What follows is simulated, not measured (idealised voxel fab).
voxel ribs on slabs: a process module
Section cut is 145 nm wide and gridded with 5 nm square cells.
Cross-section layout: square cells on a grid; listed as bands, top to bottom; a band spans one or more cell rows.
Band: top height; bottom height; in nm. Then, left to right: material with width in nm, for each material. "edge to edge": a single material spanning edge to edge. "air": empty space.
Heights are reckoned from 0. Under this level, the received wafer is all of one material. The bottommost band is open-ended downward, for example "0 nm and below".
Width spec "30..40" -> top row of cells at first value, bottom row at second value, equal per-row change in between.
What does "nothing altered" mean for a step? It means no cell of the cross-section changed in that step.
Each empty space that has no open way to the top and spans at least 8 cells appears under "Unvented voids" as width x height at distance, the distance counted from the left edge, all in nm.
Heads up: the bit after the settings on a step's line is the simulator's remark on that step.
overlay nm, on a step with a mask: how far to the right of its planned place the mask lay; to the left if negative
**Planned step list for the process**
1: RECEIVE,material Si
2: DIRECTIONAL_DEP,material SiO2,thk nm 25
3: DIRECTIONAL_DEP,material polySi,thk nm 15
4: DIRECTIONAL_DEP,material aC,thk nm 15
5: PATTERN,tone cover,mask id RIB,material resist,width nm 25,thk nm 35,overlay nm 0
6: DIRECTIONAL_ETCH,etch materials aC,depth nm 15
7: STRIP,etch materials resist
8: DIRECTIONAL_ETCH,etch materials polySi,depth nm 10
9: STRIP,etch materials aC
10: DIRECTIONAL_DEP,material aC,thk nm 10
11: PATTERN,tone cover,mask id SLAB,material resist,width nm 85,thk nm 25,overlay nm 0
12: DIRECTIONAL_ETCH,etch materials aC,depth nm 10
13: STRIP,etch materials resist
14: DIRECTIONAL_ETCH,etch materials polySi,depth nm 5
15: STRIP,etch materials aC
16: FILL_DEP,material SiO2,thk nm 20
17: CMP,height nm 50
18: DIRECTIONAL_DEP,material W,thk nm 10
19: PATTERN,tone cover,mask id HEATER,material resist,width nm 25,thk nm 15,overlay nm 0
20: DIRECTIONAL_ETCH,etch materials W,depth nm 10
21: STRIP,etch materials resist
22: CONFORMAL_DEP,material SiN,thk nm 10
Don't read the plan's width nm for step 19 as applying to every wafer: that's the first wafer's value, and the wafers differ in it, though they all start identical.
**Cross-section: the first of several wafers in its as-received state, i.e. following step 1**
0 nm and below = Si edge to edge
Unvented voids: none
**End of the module, past its last step, step 22: how the first of several wafers looks in cross-section**
70 nm to 60 nm = 50 nm air, 45 nm SiN, 50 nm air
60 nm to 50 nm = 60 nm SiN, 25 nm W, 60 nm SiN
50 nm to 40 nm = SiO2 edge to edge
40 nm to 30 nm = 60 nm SiO2, 25 nm polySi, 60 nm SiO2
30 nm to 25 nm = 30 nm SiO2, 85 nm polySi, 30 nm SiO2
25 nm to 0 nm = SiO2 edge to edge
0 nm and below = Si edge to edge
Unvented voids: none
**last wafer at the end**
70 nm to 60 nm = 40 nm air, 70 nm SiN, 35 nm air
60 nm to 50 nm = 50 nm SiN, 50 nm W, 45 nm SiN
50 nm to 40 nm = SiO2 edge to edge
40 nm to 30 nm = 60 nm SiO2, 25 nm polySi, 60 nm SiO2
30 nm to 25 nm = 30 nm SiO2, 85 nm polySi, 30 nm SiO2
25 nm to 0 nm = SiO2 edge to edge
0 nm and below = Si edge to edge
Unvented voids: none
**The table below has one row for each wafer; a row shows, as of the end of the module, how many cells of each material the wafer has gained, marked (+), or lost, marked (-), since it was received, and then the wafer's closed voids**
width nm 25; +66 SiN; +263 SiO2; +10 W; +27 polySi; Unvented voids: none
width nm 30; +66 SiN; +263 SiO2; +12 W; +27 polySi; Unvented voids: none
width nm 35; +66 SiN; +263 SiO2; +14 W; +27 polySi; Unvented voids: none
width nm 40; +66 SiN; +263 SiO2; +16 W; +27 polySi; Unvented voids: none
width nm 45; +66 SiN; +263 SiO2; +18 W; +27 polySi; Unvented voids: none
width nm 50; +66 SiN; +263 SiO2; +20 W; +27 polySi; Unvented voids: none
